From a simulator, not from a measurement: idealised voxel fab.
process module | voxel tone inversion
Shown is cross-section cut, with a width of 155 nm and square cells of size 5 nm.
The cross-sections in this document take the form of a grid made of square cells. They are written out as bands, in order from top to bottom. Each band consists of one or more rows of cells.
Basically the band line says how high the top is and how high the bottom is, in nm, and then what's in it from left to right, every material with its width in nm. Empty space shows up as "blank", and if a single material carries "everywhere" it runs the full band edge to edge.
Note: height 0 marks the level under which the wafer is uniformly one material as received. Lowest band unbounded below, written "z 0 and below".
Note: "30->40" means the width goes from the first number (top row of the band) to the second number (bottom row) in equal steps per row of cells.
Take "all unchanged" at face value: in the step it is given for, the cross-section changed in none of its cells.
Entry "Voids, enclosed" = empty spaces >= 8 cells with no open way to the top; each as width x height at distance, distance from left edge, all nm.
The remark found on a step's line after its settings is issued by the simulator itself and pertains to that step.
The setting "overlay nm" may be written on the line of a step. When the step uses a mask, the value reports how far to the right of the planned place the mask lay, and a negative value reports that it lay to the left.
[Listed below are the process steps as planned]
| 1 | RECEIVE, material Si |
| 2 | CONFORMAL_DEP, material SiN, thk nm 5 |
| 3 | DIRECTIONAL_DEP, material polySi, thk nm 15 |
| 4 | PATTERN, tone cover, mask id POSTS, material resist, width nm 25, pitch nm 55, thk nm 20, overlay nm 0 |
| 5 | DIRECTIONAL_ETCH, etch materials polySi, depth nm 15 |
| 6 | STRIP, etch materials resist |
| 7 | FILL_DEP, material lowk, thk nm 5 |
| 8 | CMP, height nm 20 |
| 9 | STRIP, etch materials polySi |
| 10 | CONFORMAL_DEP, material TiN, thk nm 5 |
| 11 | FILL_DEP, material Ru, thk nm 10 |
| 12 | CMP, height nm 20 |
| 13 | CONFORMAL_DEP, material SiN, thk nm 5 |
[First of two wafers: run as planned]
[Incoming wafer, cross-sectional view, post step 1]
    z 0 and below = Si everywhere
    Voids, enclosed: none
[Wafer xsec, post step 2]
    z 5 to 0 = SiN everywhere
    Nothing below the height 0 has changed.
[Wafer xsec, post step 3]
    z 20 to 5 = polySi everywhere
    Nothing below the height 5 has changed.
[Wafer xsec, post step 4]
    z 40 to 20 = blank 35 nm  resist 25 nm  blank 30 nm  resist 25 nm  blank 40 nm
    Nothing below the height 20 has changed.
[Wafer xsec, post step 5]
    z 40 to 20 = blank 35 nm  resist 25 nm  blank 30 nm  resist 25 nm  blank 40 nm
    z 20 to 5 = blank 35 nm  polySi 25 nm  blank 30 nm  polySi 25 nm  blank 40 nm
    Nothing below the height 5 has changed.
[Wafer xsec, post step 6]
    z 20 to 5 = blank 35 nm  polySi 25 nm  blank 30 nm  polySi 25 nm  blank 40 nm
    Nothing below the height 5 has changed.
[Wafer xsec, post step 7]
    z 25 to 20 = lowk everywhere
    z 20 to 5 = lowk 35 nm  polySi 25 nm  lowk 30 nm  polySi 25 nm  lowk 40 nm
    Nothing below the height 5 has changed.
[Wafer xsec, post step 8]
    z 20 to 5 = lowk 35 nm  polySi 25 nm  lowk 30 nm  polySi 25 nm  lowk 40 nm
    Nothing below the height 5 has changed.
[Wafer xsec, post step 9]
    z 20 to 5 = lowk 35 nm  blank 25 nm  lowk 30 nm  blank 25 nm  lowk 40 nm
    Nothing below the height 5 has changed.
[Wafer xsec, post step 10]
    z 25 to 20 = TiN 40 nm  blank 15 nm  TiN 40 nm  blank 15 nm  TiN 45 nm
    z 20 to 10 = lowk 35 nm  TiN 5 nm  blank 15 nm  TiN 5 nm  lowk 30 nm  TiN 5 nm  blank 15 nm  TiN 5 nm  lowk 40 nm
    z 10 to 5 = lowk 35 nm  TiN 25 nm  lowk 30 nm  TiN 25 nm  lowk 40 nm
    Nothing below the height 5 has changed.
[Wafer xsec, post step 11]
    z 35 to 25 = Ru everywhere
    z 25 to 20 = TiN 40 nm  Ru 15 nm  TiN 40 nm  Ru 15 nm  TiN 45 nm
    z 20 to 10 = lowk 35 nm  TiN 5 nm  Ru 15 nm  TiN 5 nm  lowk 30 nm  TiN 5 nm  Ru 15 nm  TiN 5 nm  lowk 40 nm
    Nothing below the height 10 has changed.
[Wafer xsec, post step 12]
    z 20 to 10 = lowk 35 nm  TiN 5 nm  Ru 15 nm  TiN 5 nm  lowk 30 nm  TiN 5 nm  Ru 15 nm  TiN 5 nm  lowk 40 nm
    Nothing below the height 10 has changed.
[Wafer xsec, post step 13]
    z 25 to 20 = SiN everywhere
    Nothing below the height 20 has changed.
[The second wafer: identical to the first at the outset and in its planned sequence, differing only in that one mistake was made during processing; up to and including step 4, its path is the first wafer's path]
[Cross-section, second wafer, at the end time the plan gives for step 5]
    z 40 to 20 = blank 35 nm  resist 25 nm  blank 30 nm  resist 25 nm  blank 40 nm
    z 20 to 5 = blank 35 nm  polySi 25 nm  blank 30 nm  polySi 25 nm  blank 40 nm
    Nothing below the height 5 has changed.
[Cross-section, second wafer, at the end time the plan gives for step 6]
    z 20 to 5 = blank 35 nm  polySi 25 nm  blank 30 nm  polySi 25 nm  blank 40 nm
    Nothing below the height 5 has changed.
[Cross-section, second wafer, at the end time the plan gives for step 7]
    z 25 to 20 = lowk everywhere
    z 20 to 5 = lowk 35 nm  polySi 25 nm  lowk 30 nm  polySi 25 nm  lowk 40 nm
    Nothing below the height 5 has changed.
[Cross-section, second wafer, at the end time the plan gives for step 8]
    z 20 to 5 = lowk 35 nm  polySi 25 nm  lowk 30 nm  polySi 25 nm  lowk 40 nm
    Nothing below the height 5 has changed.
[Cross-section, second wafer, at the end time the plan gives for step 9]
    z 20 to 5 = lowk 35 nm  blank 25 nm  lowk 30 nm  blank 25 nm  lowk 40 nm
    Nothing below the height 5 has changed.
[Cross-section, second wafer, at the end time the plan gives for step 10]
    z 25 to 20 = TiN 40 nm  blank 15 nm  TiN 40 nm  blank 15 nm  TiN 45 nm
    z 20 to 10 = lowk 35 nm  TiN 5 nm  blank 15 nm  TiN 5 nm  lowk 30 nm  TiN 5 nm  blank 15 nm  TiN 5 nm  lowk 40 nm
    z 10 to 5 = lowk 35 nm  TiN 25 nm  lowk 30 nm  TiN 25 nm  lowk 40 nm
    Nothing below the height 5 has changed.
[Cross-section, second wafer, at the end time the plan gives for step 11]
    z 35 to 25 = Ru everywhere
    z 25 to 20 = TiN 40 nm  Ru 15 nm  TiN 40 nm  Ru 15 nm  TiN 45 nm
    z 20 to 10 = lowk 35 nm  TiN 5 nm  Ru 15 nm  TiN 5 nm  lowk 30 nm  TiN 5 nm  Ru 15 nm  TiN 5 nm  lowk 40 nm
    Nothing below the height 10 has changed.
[Cross-section, second wafer, at the end time the plan gives for step 12]
    z 20 to 10 = lowk 35 nm  TiN 5 nm  Ru 15 nm  TiN 5 nm  lowk 30 nm  TiN 5 nm  Ru 15 nm  TiN 5 nm  lowk 40 nm
    Nothing below the height 10 has changed.
[Cross-section, second wafer, at the end time the plan gives for step 13]
    z 25 to 20 = SiN everywhere
    Nothing below the height 20 has changed.
what went wrong: step 5 in the plan was executed twice
Honestly, by the end the two wafers have the same cross-section, so the mistake just doesn't show up in what this model computes.
